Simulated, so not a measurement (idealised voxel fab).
Process module in this document: voxel trench capacitor
The cross-section shown here is cut; it is 265 nm wide and divided into square cells measuring 5 nm on a side.
How to read a cross-section here: the picture is a grid of square cells, written as bands going from the top down, and any band can span one or more rows of cells. Band entry format. Leading values: height of top, height of bottom, nm. Remainder: materials in left-to-right order, each with its width in nm. Special words: "all across" on a single material, which then fills the band edge to edge; "air", empty space. The reference from which all heights are counted is 0, the level beneath which the as-received wafer is entirely one material; the lowest band, having no lower bound, proceeds downward and is written after the example "top 0, no bottom". When a width is written as two numbers, as in "30 to 40", the first number is the width in the top row of cells of the band and the second is the width in its bottom row, and the width changes by the same amount from each row to the next. Step note "left unchanged" = no cross-section cell changed. "Closed cavities" specifies each empty space that is not open to the top and that occupies no fewer than 8 cells, using the form width x height at distance, the distance measured from the left edge and all three quantities in nm. Where a step's line continues beyond its settings, the continuation is a remark by the simulator itself on that step. Steps that use a mask can have "overlay nm" on their line. It says how far the mask sat to the right of where it was meant to be. Negative means to the left.
Intended process steps:
1) RECEIVE | material Si
2) CONFORMAL_DEP | material SiN | thk nm 10
3) DIRECTIONAL_DEP | material aC | thk nm 15
4) PATTERN | tone open | mask id TRENCH | material resist | width nm 20 | pitch nm 45 | thk nm 35 | overlay nm 0
5) DIRECTIONAL_ETCH | etch materials aC | depth nm 15
6) STRIP | etch materials resist
7) DIRECTIONAL_ETCH | etch materials SiN | depth nm 10
8) DIRECTIONAL_ETCH | etch materials Si | depth nm 40
9) STRIP | etch materials aC
10) CONFORMAL_DEP | material Al2O3 | thk nm 5
11) FILL_DEP | material polySi | thk nm 5
12) CMP | height nm 10
Account of the first of two wafers, which was processed as intended:
This is the cross-section of the wafer as we received it, i.e. after step 1:
> top 0, no bottom | Si all across
> Closed cavities: none
after step 2:
> top 10, bottom 0 | SiN all across
> Note: structure below 0 unchanged.
after step 3:
> top 25, bottom 10 | aC all across
> Note: structure below 10 unchanged.
after step 4:
> top 60, bottom 25 | resist 75 nm | air 20 nm | resist 25 nm | air 20 nm | resist 25 nm | air 20 nm | resist 80 nm
> Note: structure below 25 unchanged.
after step 5:
> top 45, bottom 25 | resist 75 nm | air 20 nm | resist 25 nm | air 20 nm | resist 25 nm | air 20 nm | resist 80 nm
> top 25, bottom 10 | aC 75 nm | air 20 nm | aC 25 nm | air 20 nm | aC 25 nm | air 20 nm | aC 80 nm
> Note: structure below 10 unchanged.
after step 6:
> top 25, bottom 10 | aC 75 nm | air 20 nm | aC 25 nm | air 20 nm | aC 25 nm | air 20 nm | aC 80 nm
> Note: structure below 10 unchanged.
after step 7:
> top 25, bottom 10 | aC 75 nm | air 20 nm | aC 25 nm | air 20 nm | aC 25 nm | air 20 nm | aC 80 nm
> top 10, bottom 0 | SiN 75 nm | air 20 nm | SiN 25 nm | air 20 nm | SiN 25 nm | air 20 nm | SiN 80 nm
> Note: structure below 0 unchanged.
after step 8:
> top 25, bottom 10 | aC 75 nm | air 20 nm | aC 25 nm | air 20 nm | aC 25 nm | air 20 nm | aC 80 nm
> top 10, bottom 0 | SiN 75 nm | air 20 nm | SiN 25 nm | air 20 nm | SiN 25 nm | air 20 nm | SiN 80 nm
> top 0, bottom -40 | Si 75 nm | air 20 nm | Si 25 nm | air 20 nm | Si 25 nm | air 20 nm | Si 80 nm
> Note: structure below -40 unchanged.
after step 9:
> top 10, bottom 0 | SiN 75 nm | air 20 nm | SiN 25 nm | air 20 nm | SiN 25 nm | air 20 nm | SiN 80 nm
> Note: structure below 0 unchanged.
after step 10:
> top 15, bottom 10 | Al2O3 80 nm | air 10 nm | Al2O3 35 nm | air 10 nm | Al2O3 35 nm | air 10 nm | Al2O3 85 nm
> top 10, bottom 0 | SiN 75 nm | Al2O3 5 nm | air 10 nm | Al2O3 5 nm | SiN 25 nm | Al2O3 5 nm | air 10 nm | Al2O3 5 nm | SiN 25 nm | Al2O3 5 nm | air 10 nm | Al2O3 5 nm | SiN 80 nm
> top 0, bottom -35 | Si 75 nm | Al2O3 5 nm | air 10 nm | Al2O3 5 nm | Si 25 nm | Al2O3 5 nm | air 10 nm | Al2O3 5 nm | Si 25 nm | Al2O3 5 nm | air 10 nm | Al2O3 5 nm | Si 80 nm
> top -35, bottom -40 | Si 75 nm | Al2O3 20 nm | Si 25 nm | Al2O3 20 nm | Si 25 nm | Al2O3 20 nm | Si 80 nm
> Note: structure below -40 unchanged.
after step 11:
> top 20, bottom 15 | polySi all across
> top 15, bottom 10 | Al2O3 80 nm | polySi 10 nm | Al2O3 35 nm | polySi 10 nm | Al2O3 35 nm | polySi 10 nm | Al2O3 85 nm
> top 10, bottom 0 | SiN 75 nm | Al2O3 5 nm | polySi 10 nm | Al2O3 5 nm | SiN 25 nm | Al2O3 5 nm | polySi 10 nm | Al2O3 5 nm | SiN 25 nm | Al2O3 5 nm | polySi 10 nm | Al2O3 5 nm | SiN 80 nm
> top 0, bottom -35 | Si 75 nm | Al2O3 5 nm | polySi 10 nm | Al2O3 5 nm | Si 25 nm | Al2O3 5 nm | polySi 10 nm | Al2O3 5 nm | Si 25 nm | Al2O3 5 nm | polySi 10 nm | Al2O3 5 nm | Si 80 nm
> Note: structure below -35 unchanged.
after step 12:
> top 10, bottom 0 | SiN 75 nm | Al2O3 5 nm | polySi 10 nm | Al2O3 5 nm | SiN 25 nm | Al2O3 5 nm | polySi 10 nm | Al2O3 5 nm | SiN 25 nm | Al2O3 5 nm | polySi 10 nm | Al2O3 5 nm | SiN 80 nm
> Note: structure below 0 unchanged.
What follows concerns the second wafer, which started out like the first and was meant to follow the very same plan; one mistake crept in when it was run, but everything up to and including step 8 is the same as for the first wafer:
Second wafer, cross-section, planned end of step 9:
> top 30, bottom 25 | Al2O3 80 nm | air 10 nm | Al2O3 35 nm | air 10 nm | Al2O3 35 nm | air 10 nm | Al2O3 85 nm
> top 25, bottom 10 | aC 75 nm | Al2O3 5 nm | air 10 nm | Al2O3 5 nm | aC 25 nm | Al2O3 5 nm | air 10 nm | Al2O3 5 nm | aC 25 nm | Al2O3 5 nm | air 10 nm | Al2O3 5 nm | aC 80 nm
> top 10, bottom 0 | SiN 75 nm | Al2O3 5 nm | air 10 nm | Al2O3 5 nm | SiN 25 nm | Al2O3 5 nm | air 10 nm | Al2O3 5 nm | SiN 25 nm | Al2O3 5 nm | air 10 nm | Al2O3 5 nm | SiN 80 nm
> top 0, bottom -35 | Si 75 nm | Al2O3 5 nm | air 10 nm | Al2O3 5 nm | Si 25 nm | Al2O3 5 nm | air 10 nm | Al2O3 5 nm | Si 25 nm | Al2O3 5 nm | air 10 nm | Al2O3 5 nm | Si 80 nm
> top -35, bottom -40 | Si 75 nm | Al2O3 20 nm | Si 25 nm | Al2O3 20 nm | Si 25 nm | Al2O3 20 nm | Si 80 nm
> Note: structure below -40 unchanged.
Second wafer, cross-section, planned end of step 10: left unchanged
Second wafer, cross-section, planned end of step 11:
> top 35, bottom 30 | polySi all across
> top 30, bottom 25 | Al2O3 80 nm | polySi 10 nm | Al2O3 35 nm | polySi 10 nm | Al2O3 35 nm | polySi 10 nm | Al2O3 85 nm
> top 25, bottom 10 | aC 75 nm | Al2O3 5 nm | polySi 10 nm | Al2O3 5 nm | aC 25 nm | Al2O3 5 nm | polySi 10 nm | Al2O3 5 nm | aC 25 nm | Al2O3 5 nm | polySi 10 nm | Al2O3 5 nm | aC 80 nm
> top 10, bottom 0 | SiN 75 nm | Al2O3 5 nm | polySi 10 nm | Al2O3 5 nm | SiN 25 nm | Al2O3 5 nm | polySi 10 nm | Al2O3 5 nm | SiN 25 nm | Al2O3 5 nm | polySi 10 nm | Al2O3 5 nm | SiN 80 nm
> top 0, bottom -35 | Si 75 nm | Al2O3 5 nm | polySi 10 nm | Al2O3 5 nm | Si 25 nm | Al2O3 5 nm | polySi 10 nm | Al2O3 5 nm | Si 25 nm | Al2O3 5 nm | polySi 10 nm | Al2O3 5 nm | Si 80 nm
> Note: structure below -35 unchanged.
Second wafer, cross-section, planned end of step 12:
> top 10, bottom 0 | SiN 75 nm | Al2O3 5 nm | polySi 10 nm | Al2O3 5 nm | SiN 25 nm | Al2O3 5 nm | polySi 10 nm | Al2O3 5 nm | SiN 25 nm | Al2O3 5 nm | polySi 10 nm | Al2O3 5 nm | SiN 80 nm
> Note: structure below 0 unchanged.
Against the plan, the run slipped here: deviation from plan: step 10 and step 9 executed in one another's positions
At process end the two wafers are indistinguishable in cross-section, so the error does not change what this model computes.
